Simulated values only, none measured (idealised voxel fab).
Name of the process module below: voxel ribs on slabs
Section shown: cut. Width: 260 nm. Cell size: 5 nm, square.
Square cells in a grid make up a cross-section in this document, and the grid is given as bands, listed from the top down, each one or more rows of cells. Top, bottom (nm), then materials left to right with widths (nm); lone material tagged "all across" fills the whole band edge to edge; "air" = empty space. Height reference: 0 = level under which incoming wafer is all one material. Lowest band: no bottom, runs on downward, e.g. "0 -> down". Quick explanation for "30..40": the width changes in equal steps down the rows of cells, from the first number in the band's top row to the second number in its bottom row. "no alteration" means the step left every cell of the cross-section as it was. Voids not open to the top, 8 cells minimum: see "Enclosed voids". Written width x height at distance; distance is from the left edge; nm. It should be noted that, on the line of a given step, the content following the step's settings is a remark produced by the simulator itself with respect to that step. When a step includes a mask, the "overlay nm" setting on its line states how far to the right of its planned place that mask lay, and negative values state how far to the left.

### Planned step list for the process
- 1: RECEIVE [material Si]
- 2: DIRECTIONAL_DEP [material SiO2] [thk nm 20]
- 3: DIRECTIONAL_DEP [material SiN] [thk nm 25]
- 4: DIRECTIONAL_DEP [material aC] [thk nm 10]
- 5: PATTERN [tone cover] [mask id RIB] [material resist] [width nm 20] [thk nm 25] [overlay nm 0]
- 6: DIRECTIONAL_ETCH [etch materials aC] [depth nm 10]
- 7: STRIP [etch materials resist]
- 8: DIRECTIONAL_ETCH [etch materials SiN] [depth nm 5]
- 9: STRIP [etch materials aC]
- 10: MASKED_ETCH [tone cover] [mask id SLAB] [width nm 60] [etch materials SiN] [depth nm 20] [overlay nm 0]
- 11: FILL_DEP [material SiO2] [thk nm 15]
- 12: CMP [height nm 55]
- 13: DIRECTIONAL_DEP [material W] [thk nm 5]
- 14: PATTERN [tone cover] [mask id HEATER] [material resist] [width nm 30] [thk nm 15] [overlay nm 0]
- 15: DIRECTIONAL_ETCH [etch materials W] [depth nm 5]
- 16: STRIP [etch materials resist]
- 17: CONFORMAL_DEP [material SiO2] [thk nm 10]

### Cross-section of the wafer upon arrival, representing the state reached after step 1
0 -> down = Si all across
Enclosed voids: none

### Run as planned - first of the two wafers cross-sectioned at the end of the module
70 -> 65 = air 105 / SiO2 50 / air 105
65 -> 60 = SiO2 all across
60 -> 55 = SiO2 115 / W 30 / SiO2 115
55 -> 45 = SiO2 all across
45 -> 40 = SiO2 120 / SiN 20 / SiO2 120
40 -> 20 = SiO2 100 / SiN 60 / SiO2 100
20 -> 0 = SiO2 all across
0 -> down = Si all across
Enclosed voids: none

### The second wafer, shown in cross-section after the module: started the same way as the first and given the same plan, yet one mistake crept into how it was run
70 -> 65 = air 105 / SiO2 50 / air 105
65 -> 60 = SiO2 all across
60 -> 55 = SiO2 115 / W 30 / SiO2 115
55 -> 45 = SiO2 all across
45 -> 40 = SiO2 100 / SiN 20 / SiO2 20 / SiN 20 / SiO2 100
40 -> 25 = SiO2 100 / SiN 60 / SiO2 100
25 -> 20 = SiN all across
20 -> 0 = SiO2 all across
0 -> down = Si all across
Enclosed voids: none
So what did we get wrong on this run? in deviation from the planned setting, step 5 was conducted as PATTERN [tone open] [mask id RIB] [material resist] [width nm 20] [thk nm 25] [overlay nm 0]
In the final state, the cell counts of the second wafer exceed or fall short of those of the first for the following materials: SiN +44; SiO2 -44
